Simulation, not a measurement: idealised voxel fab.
The following is a process module called voxel ribs on slabs.
Cross-sectional view cut (width: 185 nm; square cell size: 5 nm).
Notation: cross-section as square-cell grid; stated in bands, top first, going down; one or more cell rows per band. This entry defines a band. It first specifies the height of the band's top and the height of its bottom in nm, and then specifies the band's materials from left to right, stating each material with its width in nm. The word "everywhere" identifies a single material that fills the band from edge to edge, while the word "air" identifies empty space. Note: height 0 marks the level under which the wafer is uniformly one material as received. Lowest band unbounded below, written "z 0 and below". Per-row width for "30..40": begins at first number (top row of band), ends at second number (bottom row), increment between rows held constant. Any step labelled "no alteration" changed none of the cells in the cross-section. Enclosed voids (no open way to top), threshold 8 cells or more, entry "Closed voids list", notation width x height at distance, distance from left edge, nm. Note: text after step settings on the step line = simulator remark on that step. A step line may carry the setting "overlay nm", which, for steps involving a mask, states the distance by which the mask lay to the right of its intended position; negative values denote displacement to the left.
**So here's the lineup of process steps we planned**
1,RECEIVE [material Si]
2,DIRECTIONAL_DEP [material SiO2] [thk nm 30]
3,DIRECTIONAL_DEP [material polySi] [thk nm 20]
4,MASKED_ETCH [tone cover] [mask id RIB] [width nm 20] [etch materials polySi] [depth nm 5] [overlay nm 0]
5,DIRECTIONAL_DEP [material aC] [thk nm 15]
6,PATTERN [tone cover] [mask id SLAB] [material resist] [width nm 50] [thk nm 30] [overlay nm 0]
7,DIRECTIONAL_ETCH [etch materials aC] [depth nm 15]
8,STRIP [etch materials resist]
9,DIRECTIONAL_ETCH [etch materials polySi] [depth nm 15]
10,STRIP [etch materials aC]
11,FILL_DEP [material SiO2] [thk nm 20]
12,CMP [height nm 60]
13,DIRECTIONAL_DEP [material W] [thk nm 5]
14,MASKED_ETCH [tone cover] [mask id HEATER] [width nm 30] [etch materials W] [depth nm 5] [overlay nm 0]
15,CONFORMAL_DEP [material SiO2] [thk nm 5]
**Delivered wafer in cross-section: state after step 1**
    z 0 and below  Si everywhere
    Closed voids list: none
**Cross-sectional image of the first of two wafers at the end of the module, the run having proceeded as planned**
    z 70 to 65  air 70 nm; SiO2 40 nm; air 75 nm
    z 65 to 60  SiO2 75 nm; W 30 nm; SiO2 80 nm
    z 60 to 50  SiO2 everywhere
    z 50 to 45  SiO2 80 nm; polySi 20 nm; SiO2 85 nm
    z 45 to 30  SiO2 65 nm; polySi 50 nm; SiO2 70 nm
    z 30 to 0  SiO2 everywhere
    z 0 and below  Si everywhere
    Closed voids list: none
**Cross-sectional image of the second wafer of the two following completion of the module. Starting state and process plan were the same as for the first wafer; one execution error occurred**
    z 70 to 65  air 70 nm; SiO2 40 nm; air 75 nm
    z 65 to 60  SiO2 75 nm; W 30 nm; SiO2 80 nm
    z 60 to 50  aC everywhere
    z 50 to 45  aC 80 nm; polySi 20 nm; aC 85 nm
    z 45 to 30  aC 65 nm; polySi 50 nm; aC 70 nm
    z 30 to 0  SiO2 everywhere
    z 0 and below  Si everywhere
    Closed voids list: none
It is concluded that the wafer was processed incorrectly with respect to the plan, in that for step 11, the planned setting was not used; the step was instead run as FILL_DEP [material aC] [thk nm 20]
The second wafer ends with more or fewer cells of some materials than the first, per final count: -188 SiO2; +188 aC
